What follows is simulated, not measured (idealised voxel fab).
process module | voxel local oxidation
cross-section cut | 170 nm wide | cells 5 nm
A cross-section is a grid of square cells, given in bands from the top down. A band is one or more rows of cells.
Each band's line starts with the height of the band's top and of its bottom, in nm. Then come its materials from left to right, each with its width in nm. One material with "throughout" fills the band from edge to edge. "air" is empty space.
Height 0 is the level under which the wafer as received is all one material. The lowest band goes on downwards, as in "0 down".
A width such as "30 to 40" changes by the same amount from each row of cells to the next, from the band's top row to its bottom row.
"no change" after a step means that no cell of the cross-section changed.
closed voids: empty space of 8 cells or more with no open way to the top, each as width x height at its distance from the left edge, in nm
after a step's settings: what the simulator itself notes on the step
overlay nm, on a step with a mask: how far to the right of its planned place the mask lay; to the left if negative
plan
1 op RECEIVE | material Si
2 op CONFORMAL_DEP | material SiO2 | thk nm 5
3 op CONFORMAL_DEP | material SiN | thk nm 15
4 op PATTERN | tone cover | mask id ACTIVE | material resist | width nm 120 | thk nm 15 | overlay nm 0
5 op DIRECTIONAL_ETCH | etch materials SiN | depth nm 5
6 op STRIP | etch materials resist
7 op SELECTIVE_ETCH | etch materials SiO2 | depth nm 5
8 op OXIDIZE | depth nm 15
9 op STRIP | etch materials SiN
varied across the wafers: depth nm of step 5. The plan shows the first wafer's value. All wafers start alike
first wafer as received, after step 1
  0 down: Si throughout
  closed voids: none
each wafer at the end: cells of each material gained (+) or lost (-) since it was received, then its closed voids
depth nm 5 | +34 SiO2 | closed voids: none
depth nm 10 | +34 SiO2 | closed voids: none
depth nm 15 | -54 Si | +76 SiO2 | closed voids: none
depth nm 20 | -54 Si | +76 SiO2 | closed voids: none
depth nm 25 | -54 Si | +76 SiO2 | closed voids: none
depth nm 30 | -54 Si | +76 SiO2 | closed voids: none
